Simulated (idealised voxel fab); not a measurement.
Title: Process Module voxel plated lines
The cross-section shown here is cut; it is 240 nm wide and divided into square cells measuring 5 nm on a side.
Throughout this document, each cross-section is represented as a grid of square cells and is presented as a sequence of bands enumerated from the top downward, where a band comprises one or more rows of cells. Band: top and bottom heights (nm) first, top before bottom; then materials from left to right, widths in nm. "full width" marks a sole material filling the band edge to edge. "air" denotes empty space. We count height from 0. Below that, the starting wafer is all one material. The lowest band never ends at the bottom but goes on down; see "top 0, no bottom" for how that is written. Quick explanation for "30->40": the width changes in equal steps down the rows of cells, from the first number in the band's top row to the second number in its bottom row. Where the words "all unchanged" appear for a step, the cross-section shows no cell changed by that step; every cell remained as before. "Enclosed empty spaces" means: voids of 8 cells or more that are shut off from the top with no open way through. Written width x height at distance, distance from the left edge, in nm. Read whatever lies past the settings on a step's line as the simulator's own remark about the step. A step line may carry the setting "overlay nm", which, for steps involving a mask, states the distance by which the mask lay to the right of its intended position; negative values denote displacement to the left.
The process steps that were planned are listed below:
1: RECEIVE with material Si
2: CONFORMAL_DEP with material Al2O3, thk nm 5
3: DIRECTIONAL_DEP with material TiN, thk nm 5
4: PATTERN with tone open, mask id LINES, material resist, width nm 20, pitch nm 50, thk nm 40, overlay nm 0
5: EPI with material Ru, thk nm 10
6: EPI with material Ru, thk nm 10
7: EPI with material Ru, thk nm 5
8: STRIP with etch materials resist
9: DIRECTIONAL_ETCH with etch materials TiN, depth nm 5
10: CONFORMAL_DEP with material SiO2, thk nm 5
Be aware that, although all wafers share a common starting state, the thk nm at step 10 differs among them, and the plan displays the first wafer's value.
Cross-section of the first of several wafers on receipt, reflecting completion of step 1:
top 0, no bottom  Si full width
Enclosed empty spaces: none
For your reference, the table is organized with a row per wafer; each row reflects the wafer at the end of the module, indicating for each material the cells gained (+) or lost (-) since receipt, and thereafter its closed voids:
thk nm 5, +48 Al2O3, +80 Ru, +96 SiO2, +16 TiN, Enclosed empty spaces: none
thk nm 10, +48 Al2O3, +80 Ru, +192 SiO2, +16 TiN, Enclosed empty spaces: none
thk nm 15, +48 Al2O3, +80 Ru, +288 SiO2, +16 TiN, Enclosed empty spaces: none
thk nm 20, +48 Al2O3, +80 Ru, +348 SiO2, +16 TiN, Enclosed empty spaces: none
thk nm 25, +48 Al2O3, +80 Ru, +408 SiO2, +16 TiN, Enclosed empty spaces: none
